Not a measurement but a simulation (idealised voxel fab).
Process module under the name voxel fin reveal
cross-section cut | 185 nm wide | cells 5 nm
This document writes a cross-section as a grid whose cells are square, and gives it as bands, listed from the top down; one or more rows of cells form a band. Each band's line starts with the height of the band's top and of its bottom, in nm. Then come its materials from left to right, each with its width in nm. One material with "everywhere" fills the band from edge to edge. "blank" is empty space. Heads up on the height convention: 0 is the point under which the incoming wafer is all one material, and the lowest band has no bottom, it just keeps going down, like "0 and below". The notation "30..40" denotes a width that varies across the rows of cells in the band, beginning at the first number in the top row, finishing at the second number in the bottom row, and changing by an identical amount from each row to the next. "no change" -> step changed no cross-section cell. Under "Voids, enclosed" you'll find the enclosed gaps, the ones with no way out to the top, that are 8 cells or bigger; each reads width x height at distance, with distance counted from the left edge, everything in nm. It should be noted that, on the line of a given step, the content following the step's settings is a remark produced by the simulator itself with respect to that step. Regarding "overlay nm": on a step with a mask, it is the distance the mask lay to the right of its planned place; a negative value places it to the left. Read the rest as pairs. Take the cross-section before one process step, then the cross-section after it, which shows only down to the lowest band that changed. Under the pair, find the step between them and its settings. Bear in mind that pairs may come from different runs of this module on the same starting wafer: link a pair to the pair above it only where its entry headed "Pre-step" says to.

### Pre-step
  0 and below | Si everywhere
  Voids, enclosed: none

### Section After Processing
  5 down to 0 | SiN everywhere
  Rest of section, below 0: as before.
  Voids, enclosed: none
The step that takes the structure from the upper cross-section to the lower one is CONFORMAL_DEP, material SiN, thk nm 5

Pre-step: the after view from the pair directly above serves as the before view here.

### Section After Processing
  20 down to 5 | 45 of blank, 15 of resist, 25 of blank, 15 of resist, 25 of blank, 15 of resist, 45 of blank
  Rest of section, below 5: as before.
  Voids, enclosed: none
The step that takes the structure from the upper cross-section to the lower one is PATTERN, tone cover, mask id FINS, material resist, width nm 15, pitch nm 40, thk nm 15, overlay nm 0

Pre-step: the after view from the pair directly above serves as the before view here.

### Section After Processing
  20 down to 5 | 45 of blank, 15 of resist, 25 of blank, 15 of resist, 25 of blank, 15 of resist, 45 of blank
  5 down to 0 | 45 of blank, 15 of SiN, 25 of blank, 15 of SiN, 25 of blank, 15 of SiN, 45 of blank
  Rest of section, below 0: as before.
  Voids, enclosed: none
The step that takes the structure from the upper cross-section to the lower one is DIRECTIONAL_ETCH, etch materials SiN, depth nm 5

Pre-step: the after view from the pair directly above serves as the before view here.

### Section After Processing
  20 down to 5 | 45 of blank, 15 of resist, 25 of blank, 15 of resist, 25 of blank, 15 of resist, 45 of blank
  5 down to 0 | 45 of blank, 15 of SiN, 25 of blank, 15 of SiN, 25 of blank, 15 of SiN, 45 of blank
  0 down to -40 | 45 of blank, 15 of Si, 25 of blank, 15 of Si, 25 of blank, 15 of Si, 45 of blank
  Rest of section, below -40: as before.
  Voids, enclosed: none
The step that takes the structure from the upper cross-section to the lower one is DIRECTIONAL_ETCH, etch materials Si, depth nm 40

Pre-step: the after view from the pair directly above serves as the before view here.

### Section After Processing
  5 down to 0 | 45 of blank, 15 of SiN, 25 of blank, 15 of SiN, 25 of blank, 15 of SiN, 45 of blank
  Rest of section, below 0: as before.
  Voids, enclosed: none
The step that takes the structure from the upper cross-section to the lower one is STRIP, etch materials resist

Pre-step: the after view from the pair directly above serves as the before view here.

### Section After Processing
  5 down to 0 | 45 of blank, 15 of SiN, 25 of blank, 15 of SiN, 25 of blank, 15 of SiN, 45 of blank
  0 down to -40 | 45 of blank, 5 of SiO2, 5 of Si, 5 of SiO2, 25 of blank, 5 of SiO2, 5 of Si, 5 of SiO2, 25 of blank, 5 of SiO2, 5 of Si, 5 of SiO2, 45 of blank
  -40 down to -45 | 50 of SiO2, 5 of Si, 35 of SiO2, 5 of Si, 35 of SiO2, 5 of Si, 50 of SiO2
  Rest of section, below -45: as before.
  Voids, enclosed: none
The step that takes the structure from the upper cross-section to the lower one is OXIDIZE, depth nm 5

Pre-step: the after view from the pair directly above serves as the before view here.

### Section After Processing
  10 down to 5 | SiO2 everywhere
  5 down to 0 | 45 of SiO2, 15 of SiN, 25 of SiO2, 15 of SiN, 25 of SiO2, 15 of SiN, 45 of SiO2
  0 down to -45 | 50 of SiO2, 5 of Si, 35 of SiO2, 5 of Si, 35 of SiO2, 5 of Si, 50 of SiO2
  Rest of section, below -45: as before.
  Voids, enclosed: none
The step that takes the structure from the upper cross-section to the lower one is FILL_DEP, material SiO2, thk nm 5

Pre-step: the after view from the pair directly above serves as the before view here.

### Section After Processing
  5 down to 0 | 45 of SiO2, 15 of SiN, 25 of SiO2, 15 of SiN, 25 of SiO2, 15 of SiN, 45 of SiO2
  Rest of section, below 0: as before.
  Voids, enclosed: none
The step that takes the structure from the upper cross-section to the lower one is CMP, height nm 5

Pre-step: the after view from the pair directly above serves as the before view here.

### Section After Processing
  5 down to 0 | 45 of blank, 15 of SiN, 25 of blank, 15 of SiN, 25 of blank, 15 of SiN, 45 of blank
  0 down to -30 | 50 of blank, 5 of Si, 35 of blank, 5 of Si, 35 of blank, 5 of Si, 50 of blank
  Rest of section, below -30: as before.
  Voids, enclosed: none
The step that takes the structure from the upper cross-section to the lower one is SELECTIVE_ETCH, etch materials SiO2, depth nm 35

Pre-step: the after view from the pair directly above serves as the before view here.

### Section After Processing
  0 down to -30 | 50 of blank, 5 of Si, 35 of blank, 5 of Si, 35 of blank, 5 of Si, 50 of blank
  Rest of section, below -30: as before.
  Voids, enclosed: none
The step that takes the structure from the upper cross-section to the lower one is STRIP, etch materials SiN

### Pre-step
  5 down to 0 | 45 of blank, 15 of SiN, 25 of blank, 15 of SiN, 25 of blank, 15 of SiN, 45 of blank
  0 down to -30 | 50 of blank, 5 of Si, 35 of blank, 5 of Si, 35 of blank, 5 of Si, 50 of blank
  -30 down to -45 | 50 of SiO2, 5 of Si, 35 of SiO2, 5 of Si, 35 of SiO2, 5 of Si, 50 of SiO2
  -45 and below | Si everywhere
  Voids, enclosed: none

### Section After Processing
  5 down to 0 | 45 of blank, 15 of SiN, 25 of blank, 15 of SiN, 25 of blank, 15 of SiN, 45 of blank
  0 down to -45 | 50 of blank, 5 of Si, 35 of blank, 5 of Si, 35 of blank, 5 of Si, 50 of blank
  Rest of section, below -45: as before.
  Voids, enclosed: none
The step that takes the structure from the upper cross-section to the lower one is SELECTIVE_ETCH, etch materials SiO2, depth nm 35

Pre-step: the after view from the pair directly above serves as the before view here.

### Section After Processing
  0 down to -45 | 50 of blank, 5 of Si, 35 of blank, 5 of Si, 35 of blank, 5 of Si, 50 of blank
  Rest of section, below -45: as before.
  Voids, enclosed: none
The step that takes the structure from the upper cross-section to the lower one is STRIP, etch materials SiN

### Pre-step
  5 down to 0 | 45 of SiO2, 15 of SiN, 25 of SiO2, 15 of SiN, 25 of SiO2, 15 of SiN, 45 of SiO2
  0 down to -45 | 50 of SiO2, 5 of Si, 35 of SiO2, 5 of Si, 35 of SiO2, 5 of Si, 50 of SiO2
  -45 and below | Si everywhere
  Voids, enclosed: none

### Section After Processing
  5 down to 0 | 45 of SiO2, 15 of blank, 25 of SiO2, 15 of blank, 25 of SiO2, 15 of blank, 45 of SiO2
  Rest of section, below 0: as before.
  Voids, enclosed: none
The step that takes the structure from the upper cross-section to the lower one is STRIP, etch materials SiN

Pre-step: the after view from the pair directly above serves as the before view here.

### Section After Processing
  0 down to -30 | 50 of blank, 5 of Si, 35 of blank, 5 of Si, 35 of blank, 5 of Si, 50 of blank
  -30 down to -35 | 10 of SiO2, 40 of blank, 5 of Si, 35 of blank, 5 of Si, 35 of blank, 5 of Si, 40 of blank, 10 of SiO2
  Rest of section, below -35: as before.
  Voids, enclosed: none
The step that takes the structure from the upper cross-section to the lower one is SELECTIVE_ETCH, etch materials SiO2, depth nm 35

### Pre-step
  5 down to 0 | 45 of SiO2, 15 of SiN, 25 of SiO2, 15 of SiN, 25 of SiO2, 15 of SiN, 45 of SiO2
  0 down to -45 | 50 of SiO2, 5 of Si, 35 of SiO2, 5 of Si, 35 of SiO2, 5 of Si, 50 of SiO2
  -45 and below | Si everywhere
  Voids, enclosed: none

### Section After Processing
  5 down to 0 | 45 of blank, 15 of SiN, 25 of blank, 15 of SiN, 25 of blank, 15 of SiN, 45 of blank
  0 down to -20 | 50 of blank, 5 of Si, 35 of blank, 5 of Si, 35 of blank, 5 of Si, 50 of blank
  Rest of section, below -20: as before.
  Voids, enclosed: none
The step that takes the structure from the upper cross-section to the lower one is SELECTIVE_ETCH, etch materials SiO2, depth nm 25

Pre-step: the after view from the pair directly above serves as the before view here.

### Section After Processing
  0 down to -20 | 50 of blank, 5 of Si, 35 of blank, 5 of Si, 35 of blank, 5 of Si, 50 of blank
  Rest of section, below -20: as before.
  Voids, enclosed: none
The step that takes the structure from the upper cross-section to the lower one is STRIP, etch materials SiN

### Pre-step
  5 down to 0 | SiN everywhere
  0 and below | Si everywhere
  Voids, enclosed: none

### Section After Processing
  20 down to 5 | 40 of blank, 25 of resist, 15 of blank, 25 of resist, 15 of blank, 25 of resist, 40 of blank
  Rest of section, below 5: as before.
  Voids, enclosed: none
The step that takes the structure from the upper cross-section to the lower one is PATTERN, tone cover, mask id FINS, material resist, width nm 25, pitch nm 40, thk nm 15, overlay nm 0

Pre-step: the after view from the pair directly above serves as the before view here.

### Section After Processing
  20 down to 5 | 40 of blank, 25 of resist, 15 of blank, 25 of resist, 15 of blank, 25 of resist, 40 of blank
  5 down to 0 | 40 of blank, 25 of SiN, 15 of blank, 25 of SiN, 15 of blank, 25 of SiN, 40 of blank
  Rest of section, below 0: as before.
  Voids, enclosed: none
The step that takes the structure from the upper cross-section to the lower one is DIRECTIONAL_ETCH, etch materials SiN, depth nm 5

Pre-step: the after view from the pair directly above serves as the before view here.

### Section After Processing
  20 down to 5 | 40 of blank, 25 of resist, 15 of blank, 25 of resist, 15 of blank, 25 of resist, 40 of blank
  5 down to 0 | 40 of blank, 25 of SiN, 15 of blank, 25 of SiN, 15 of blank, 25 of SiN, 40 of blank
  0 down to -40 | 40 of blank, 25 of Si, 15 of blank, 25 of Si, 15 of blank, 25 of Si, 40 of blank
  Rest of section, below -40: as before.
  Voids, enclosed: none
The step that takes the structure from the upper cross-section to the lower one is DIRECTIONAL_ETCH, etch materials Si, depth nm 40

Pre-step: the after view from the pair directly above serves as the before view here.

### Section After Processing
  5 down to 0 | 40 of blank, 25 of SiN, 15 of blank, 25 of SiN, 15 of blank, 25 of SiN, 40 of blank
  Rest of section, below 0: as before.
  Voids, enclosed: none
The step that takes the structure from the upper cross-section to the lower one is STRIP, etch materials resist

Pre-step: the after view from the pair directly above serves as the before view here.

### Section After Processing
  5 down to 0 | 40 of blank, 25 of SiN, 15 of blank, 25 of SiN, 15 of blank, 25 of SiN, 40 of blank
  0 down to -40 | 40 of blank, 5 of SiO2, 15 of Si, 5 of SiO2, 15 of blank, 5 of SiO2, 15 of Si, 5 of SiO2, 15 of blank, 5 of SiO2, 15 of Si, 5 of SiO2, 40 of blank
  -40 down to -45 | 45 of SiO2, 15 of Si, 25 of SiO2, 15 of Si, 25 of SiO2, 15 of Si, 45 of SiO2
  Rest of section, below -45: as before.
  Voids, enclosed: none
The step that takes the structure from the upper cross-section to the lower one is OXIDIZE, depth nm 5

Pre-step: the after view from the pair directly above serves as the before view here.

### Section After Processing
  10 down to 5 | SiO2 everywhere
  5 down to 0 | 40 of SiO2, 25 of SiN, 15 of SiO2, 25 of SiN, 15 of SiO2, 25 of SiN, 40 of SiO2
  0 down to -45 | 45 of SiO2, 15 of Si, 25 of SiO2, 15 of Si, 25 of SiO2, 15 of Si, 45 of SiO2
  Rest of section, below -45: as before.
  Voids, enclosed: none
The step that takes the structure from the upper cross-section to the lower one is FILL_DEP, material SiO2, thk nm 5

Pre-step: the after view from the pair directly above serves as the before view here.

### Section After Processing
  5 down to 0 | 40 of SiO2, 25 of SiN, 15 of SiO2, 25 of SiN, 15 of SiO2, 25 of SiN, 40 of SiO2
  Rest of section, below 0: as before.
  Voids, enclosed: none
The step that takes the structure from the upper cross-section to the lower one is CMP, height nm 5

Pre-step: the after view from the pair directly above serves as the before view here.

### Section After Processing
  5 down to 0 | 40 of blank, 25 of SiN, 15 of blank, 25 of SiN, 15 of blank, 25 of SiN, 40 of blank
  0 down to -30 | 45 of blank, 15 of Si, 25 of blank, 15 of Si, 25 of blank, 15 of Si, 45 of blank
  Rest of section, below -30: as before.
  Voids, enclosed: none
The step that takes the structure from the upper cross-section to the lower one is SELECTIVE_ETCH, etch materials SiO2, depth nm 35

Pre-step: the after view from the pair directly above serves as the before view here.

### Section After Processing
  0 down to -30 | 45 of blank, 15 of Si, 25 of blank, 15 of Si, 25 of blank, 15 of Si, 45 of blank
  Rest of section, below -30: as before.
  Voids, enclosed: none
The step that takes the structure from the upper cross-section to the lower one is STRIP, etch materials SiN

### Pre-step
  5 down to 0 | SiN everywhere
  0 and below | Si everywhere
  Voids, enclosed: none

### Section After Processing
  20 down to 5 | 40 of blank, 15 of resist, 25 of blank, 15 of resist, 25 of blank, 15 of resist, 50 of blank
  Rest of section, below 5: as before.
  Voids, enclosed: none
The step that takes the structure from the upper cross-section to the lower one is PATTERN, tone cover, mask id FINS, material resist, width nm 15, pitch nm 40, thk nm 15, overlay nm -5

Pre-step: the after view from the pair directly above serves as the before view here.

### Section After Processing
  20 down to 5 | 40 of blank, 15 of resist, 25 of blank, 15 of resist, 25 of blank, 15 of resist, 50 of blank
  5 down to 0 | 40 of blank, 15 of SiN, 25 of blank, 15 of SiN, 25 of blank, 15 of SiN, 50 of blank
  Rest of section, below 0: as before.
  Voids, enclosed: none
The step that takes the structure from the upper cross-section to the lower one is DIRECTIONAL_ETCH, etch materials SiN, depth nm 5

Pre-step: the after view from the pair directly above serves as the before view here.

### Section After Processing
  20 down to 5 | 40 of blank, 15 of resist, 25 of blank, 15 of resist, 25 of blank, 15 of resist, 50 of blank
  5 down to 0 | 40 of blank, 15 of SiN, 25 of blank, 15 of SiN, 25 of blank, 15 of SiN, 50 of blank
  0 down to -40 | 40 of blank, 15 of Si, 25 of blank, 15 of Si, 25 of blank, 15 of Si, 50 of blank
  Rest of section, below -40: as before.
  Voids, enclosed: none
The step that takes the structure from the upper cross-section to the lower one is DIRECTIONAL_ETCH, etch materials Si, depth nm 40

Pre-step: the after view from the pair directly above serves as the before view here.

### Section After Processing
  5 down to 0 | 40 of blank, 15 of SiN, 25 of blank, 15 of SiN, 25 of blank, 15 of SiN, 50 of blank
  Rest of section, below 0: as before.
  Voids, enclosed: none
The step that takes the structure from the upper cross-section to the lower one is STRIP, etch materials resist

Pre-step: the after view from the pair directly above serves as the before view here.

### Section After Processing
  5 down to 0 | 40 of blank, 15 of SiN, 25 of blank, 15 of SiN, 25 of blank, 15 of SiN, 50 of blank
  0 down to -40 | 40 of blank, 5 of SiO2, 5 of Si, 5 of SiO2, 25 of blank, 5 of SiO2, 5 of Si, 5 of SiO2, 25 of blank, 5 of SiO2, 5 of Si, 5 of SiO2, 50 of blank
  -40 down to -45 | 45 of SiO2, 5 of Si, 35 of SiO2, 5 of Si, 35 of SiO2, 5 of Si, 55 of SiO2
  Rest of section, below -45: as before.
  Voids, enclosed: none
The step that takes the structure from the upper cross-section to the lower one is OXIDIZE, depth nm 5

Pre-step: the after view from the pair directly above serves as the before view here.

### Section After Processing
  10 down to 5 | SiO2 everywhere
  5 down to 0 | 40 of SiO2, 15 of SiN, 25 of SiO2, 15 of SiN, 25 of SiO2, 15 of SiN, 50 of SiO2
  0 down to -45 | 45 of SiO2, 5 of Si, 35 of SiO2, 5 of Si, 35 of SiO2, 5 of Si, 55 of SiO2
  Rest of section, below -45: as before.
  Voids, enclosed: none
The step that takes the structure from the upper cross-section to the lower one is FILL_DEP, material SiO2, thk nm 5

Pre-step: the after view from the pair directly above serves as the before view here.

### Section After Processing
  5 down to 0 | 40 of SiO2, 15 of SiN, 25 of SiO2, 15 of SiN, 25 of SiO2, 15 of SiN, 50 of SiO2
  Rest of section, below 0: as before.
  Voids, enclosed: none
The step that takes the structure from the upper cross-section to the lower one is CMP, height nm 5

Pre-step: the after view from the pair directly above serves as the before view here.

### Section After Processing
  5 down to 0 | 40 of blank, 15 of SiN, 25 of blank, 15 of SiN, 25 of blank, 15 of SiN, 50 of blank
  0 down to -30 | 45 of blank, 5 of Si, 35 of blank, 5 of Si, 35 of blank, 5 of Si, 55 of blank
  Rest of section, below -30: as before.
  Voids, enclosed: none
The step that takes the structure from the upper cross-section to the lower one is SELECTIVE_ETCH, etch materials SiO2, depth nm 35

Pre-step: the after view from the pair directly above serves as the before view here.

### Section After Processing
  0 down to -30 | 45 of blank, 5 of Si, 35 of blank, 5 of Si, 35 of blank, 5 of Si, 55 of blank
  Rest of section, below -30: as before.
  Voids, enclosed: none
The step that takes the structure from the upper cross-section to the lower one is STRIP, etch materials SiN

### Pre-step
  5 down to 0 | 45 of blank, 15 of SiN, 25 of blank, 15 of SiN, 25 of blank, 15 of SiN, 45 of blank
  0 down to -30 | 50 of blank, 5 of Si, 35 of blank, 5 of Si, 35 of blank, 5 of Si, 50 of blank
  -30 down to -45 | 50 of SiO2, 5 of Si, 35 of SiO2, 5 of Si, 35 of SiO2, 5 of Si, 50 of SiO2
  -45 and below | Si everywhere
  Voids, enclosed: none

### Section After Processing
  5 down to 0 | 45 of blank, 15 of SiN, 25 of blank, 15 of SiN, 25 of blank, 15 of SiN, 45 of blank
  0 down to -45 | 50 of blank, 5 of Si, 35 of blank, 5 of Si, 35 of blank, 5 of Si, 50 of blank
  Rest of section, below -45: as before.
  Voids, enclosed: none
The step that takes the structure from the upper cross-section to the lower one is STRIP, etch materials SiO2

### Pre-step
  5 down to 0 | SiN everywhere
  0 and below | Si everywhere
  Voids, enclosed: none

### Section After Processing
  20 down to 5 | 45 of resist, 15 of blank, 25 of resist, 15 of blank, 25 of resist, 15 of blank, 45 of resist
  Rest of section, below 5: as before.
  Voids, enclosed: none
The step that takes the structure from the upper cross-section to the lower one is PATTERN, tone open, mask id FINS, material resist, width nm 15, pitch nm 40, thk nm 15, overlay nm 0

Pre-step: the after view from the pair directly above serves as the before view here.

### Section After Processing
  20 down to 5 | 45 of resist, 15 of blank, 25 of resist, 15 of blank, 25 of resist, 15 of blank, 45 of resist
  5 down to 0 | 45 of SiN, 15 of blank, 25 of SiN, 15 of blank, 25 of SiN, 15 of blank, 45 of SiN
  Rest of section, below 0: as before.
  Voids, enclosed: none
The step that takes the structure from the upper cross-section to the lower one is DIRECTIONAL_ETCH, etch materials SiN, depth nm 5

Pre-step: the after view from the pair directly above serves as the before view here.

### Section After Processing
  20 down to 5 | 45 of resist, 15 of blank, 25 of resist, 15 of blank, 25 of resist, 15 of blank, 45 of resist
  5 down to 0 | 45 of SiN, 15 of blank, 25 of SiN, 15 of blank, 25 of SiN, 15 of blank, 45 of SiN
  0 down to -40 | 45 of Si, 15 of blank, 25 of Si, 15 of blank, 25 of Si, 15 of blank, 45 of Si
  Rest of section, below -40: as before.
  Voids, enclosed: none
The step that takes the structure from the upper cross-section to the lower one is DIRECTIONAL_ETCH, etch materials Si, depth nm 40

Pre-step: the after view from the pair directly above serves as the before view here.

### Section After Processing
  5 down to 0 | 45 of SiN, 15 of blank, 25 of SiN, 15 of blank, 25 of SiN, 15 of blank, 45 of SiN
  Rest of section, below 0: as before.
  Voids, enclosed: none
The step that takes the structure from the upper cross-section to the lower one is STRIP, etch materials resist

Pre-step: the after view from the pair directly above serves as the before view here.

### Section After Processing
  5 down to 0 | 45 of SiN, 15 of blank, 25 of SiN, 15 of blank, 25 of SiN, 15 of blank, 45 of SiN
  0 down to -40 | 40 of Si, 5 of SiO2, 15 of blank, 5 of SiO2, 15 of Si, 5 of SiO2, 15 of blank, 5 of SiO2, 15 of Si, 5 of SiO2, 15 of blank, 5 of SiO2, 40 of Si
  -40 down to -45 | 40 of Si, 25 of SiO2, 15 of Si, 25 of SiO2, 15 of Si, 25 of SiO2, 40 of Si
  Rest of section, below -45: as before.
  Voids, enclosed: none
The step that takes the structure from the upper cross-section to the lower one is OXIDIZE, depth nm 5

Pre-step: the after view from the pair directly above serves as the before view here.

### Section After Processing
  10 down to 5 | SiO2 everywhere
  5 down to 0 | 45 of SiN, 15 of SiO2, 25 of SiN, 15 of SiO2, 25 of SiN, 15 of SiO2, 45 of SiN
  0 down to -45 | 40 of Si, 25 of SiO2, 15 of Si, 25 of SiO2, 15 of Si, 25 of SiO2, 40 of Si
  Rest of section, below -45: as before.
  Voids, enclosed: none
The step that takes the structure from the upper cross-section to the lower one is FILL_DEP, material SiO2, thk nm 5

Pre-step: the after view from the pair directly above serves as the before view here.

### Section After Processing
  5 down to 0 | 45 of SiN, 15 of SiO2, 25 of SiN, 15 of SiO2, 25 of SiN, 15 of SiO2, 45 of SiN
  Rest of section, below 0: as before.
  Voids, enclosed: none
The step that takes the structure from the upper cross-section to the lower one is CMP, height nm 5

Pre-step: the after view from the pair directly above serves as the before view here.

### Section After Processing
  5 down to 0 | 45 of SiN, 15 of blank, 25 of SiN, 15 of blank, 25 of SiN, 15 of blank, 45 of SiN
  0 down to -30 | 40 of Si, 25 of blank, 15 of Si, 25 of blank, 15 of Si, 25 of blank, 40 of Si
  Rest of section, below -30: as before.
  Voids, enclosed: none
The step that takes the structure from the upper cross-section to the lower one is SELECTIVE_ETCH, etch materials SiO2, depth nm 35

Pre-step: the after view from the pair directly above serves as the before view here.

### Section After Processing
  0 down to -30 | 40 of Si, 25 of blank, 15 of Si, 25 of blank, 15 of Si, 25 of blank, 40 of Si
  Rest of section, below -30: as before.
  Voids, enclosed: none
The step that takes the structure from the upper cross-section to the lower one is STRIP, etch materials SiN
